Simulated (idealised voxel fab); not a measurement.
process module | voxel released beams
cross-section cut | 260 nm wide | cells 5 nm
A cross-section is a grid of square cells, given in bands from the top down. A band is one or more rows of cells.
Each band's line starts with the height of the band's top and of its bottom, in nm. Then come its materials from left to right, each with its width in nm. One material with "throughout" fills the band from edge to edge. "air" is empty space.
Height 0 is the level under which the wafer as received is all one material. The lowest band goes on downwards, as in "0 down".
A width such as "30 to 40" changes by the same amount from each row of cells to the next, from the band's top row to its bottom row.
"no change" after a step means that no cell of the cross-section changed.
closed voids: empty space of 8 cells or more with no open way to the top, each as width x height at its distance from the left edge, in nm
after a step's settings: what the simulator itself notes on the step
overlay nm, on a step with a mask: how far to the right of its planned place the mask lay; to the left if negative
plan
1 op RECEIVE | material Si
2 op CONFORMAL_DEP | material Al2O3 | thk nm 10
3 op DIRECTIONAL_DEP | material SiO2 | thk nm 20
4 op MASKED_ETCH | tone open | mask id ANCHOR | width nm 45 | etch materials SiO2 | depth nm 20 | overlay nm 0
5 op CONFORMAL_DEP | material W | thk nm 15
6 op MASKED_ETCH | tone cover | mask id BEAM | width nm 95 | etch materials W | depth nm 15 | overlay nm 0
7 op STRIP | etch materials SiO2
as received, after step 1
  0 down: Si throughout
  closed voids: none
a wafer at the end: this start, this plan, one mistake
  25 to 10: air 80 | W 95 | air 85
  10 to 0: Al2O3 throughout
  0 down: Si throughout
  closed voids: none
what went wrong: step 3 was left out
